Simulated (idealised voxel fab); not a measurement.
process module | voxel gate over fins
cross-section cut | 175 nm wide | cells 5 nm
A cross-section is a grid of square cells, given in bands from the top down. A band is one or more rows of cells.
Each band's line starts with the height of the band's top and of its bottom, in nm. Then come its materials from left to right, each with its width in nm. One material with "throughout" fills the band from edge to edge. "air" is empty space.
Height 0 is the level under which the wafer as received is all one material. The lowest band goes on downwards, as in "0 down".
A width such as "30 to 40" changes by the same amount from each row of cells to the next, from the band's top row to its bottom row.
"no change" after a step means that no cell of the cross-section changed.
closed voids: empty space of 8 cells or more with no open way to the top, each as width x height at its distance from the left edge, in nm
after a step's settings: what the simulator itself notes on the step
overlay nm, on a step with a mask: how far to the right of its planned place the mask lay; to the left if negative
plan
1 op RECEIVE | material Si
2 op CONFORMAL_DEP | material SiN | thk nm 10
3 op MASKED_ETCH | tone cover | mask id FINS | width nm 15 | pitch nm 35 | etch materials SiN | depth nm 10 | overlay nm 0
4 op MASKED_ETCH | tone cover | mask id FINS | width nm 15 | pitch nm 35 | etch materials Si | depth nm 40 | overlay nm 0
5 op FILL_DEP | material SiO2 | thk nm 10
6 op CMP | height nm 10
7 op SELECTIVE_ETCH | etch materials SiO2 | depth nm 20
8 op STRIP | etch materials SiN
9 op CONFORMAL_DEP | material HfO2 | thk nm 5
10 op CONFORMAL_DEP | material TiN | thk nm 5
11 op CONFORMAL_DEP | material TiAl | thk nm 5
12 op CONFORMAL_DEP | material TiN | thk nm 5
13 op FILL_DEP | material W | thk nm 10
14 op CMP | height nm 25
15 op CONFORMAL_DEP | material SiN | thk nm 10
varied across the wafers: thk nm of step 11. The plan shows the first wafer's value. All wafers start alike
first wafer as received, after step 1
  0 down: Si throughout
  closed voids: none
each wafer at the end: cells of each material gained (+) or lost (-) since it was received, then its closed voids
thk nm 5 | +43 HfO2 | -232 Si | +70 SiN | +174 SiO2 | +39 TiAl | +82 TiN | +69 W | closed voids: none
thk nm 10 | +43 HfO2 | -232 Si | +70 SiN | +174 SiO2 | +78 TiAl | +82 TiN | +30 W | closed voids: none
thk nm 15 | +43 HfO2 | -232 Si | +70 SiN | +174 SiO2 | +117 TiAl | +60 TiN | +13 W | closed voids: none
thk nm 20 | +43 HfO2 | -232 Si | +70 SiN | +174 SiO2 | +134 TiAl | +56 TiN | closed voids: none
